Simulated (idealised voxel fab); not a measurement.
The process module presented herein is designated voxel double patterning.
Cross-section cut: width 195 nm, square cells of 5 nm.
A cross-section is a grid of square cells, given in bands from the top down. A band is one or more rows of cells.
Quick guide to a band line: top height, bottom height (nm) up front; then every material left to right with its width in nm. Only one material and it's marked "everywhere"? Then it fills the band edge to edge. And "blank" just means empty space.
A quick word on heights: they are counted from 0, and under that level the wafer as it came to us is one material throughout. The lowest band is different from the rest in having no bottom; it simply continues downward, written as in "0 -> down".
Think of "30->40" as a width that walks from the first number to the second as you go down the band, top row to bottom row, taking equal-sized steps from row to row.
When a step is marked "no alterations made", none of the cells in the cross-section changed during that step.
"Closed void list": empty spaces of 8 cells or more with no open way to the top, each given as width x height at distance, distance from the left edge, all in nm.
On a step's line, text after the settings is the simulator commenting on that step.
overlay nm, on a step with a mask: how far to the right of its planned place the mask lay; to the left if negative

Intended process steps
1 RECEIVE,material Si
2 CONFORMAL_DEP,material SiO2,thk nm 5
3 DIRECTIONAL_DEP,material polySi,thk nm 20
4 DIRECTIONAL_DEP,material SiN,thk nm 5
5 DIRECTIONAL_DEP,material aC,thk nm 10
6 PATTERN,tone open,mask id FIRST,material resist,width nm 15,pitch nm 50,thk nm 30,overlay nm 0
7 DIRECTIONAL_ETCH,etch materials aC,depth nm 10
8 STRIP,etch materials resist
9 DIRECTIONAL_ETCH,etch materials SiN,depth nm 5
10 STRIP,etch materials aC
11 PATTERN,tone open,mask id SECOND,material resist,width nm 15,thk nm 20,overlay nm 0
12 DIRECTIONAL_ETCH,etch materials SiN,depth nm 5
13 STRIP,etch materials resist
14 DIRECTIONAL_ETCH,etch materials polySi,depth nm 20
15 STRIP,etch materials SiN

Shown in cross-section is the wafer as received, that is, as it stands after step 1
	0 -> down  Si everywhere
	Closed void list: none

One mistake in running the module, otherwise start and plan as above: cross-section at the end
	20 -> 0  polySi: 65 | blank: 15 | polySi: 10 | blank: 15 | polySi: 10 | blank: 15 | polySi: 65
	0 -> down  Si everywhere
	Closed void list: none
The plan and the run diverged here: yeah, step 2 of the plan got skipped, never ran
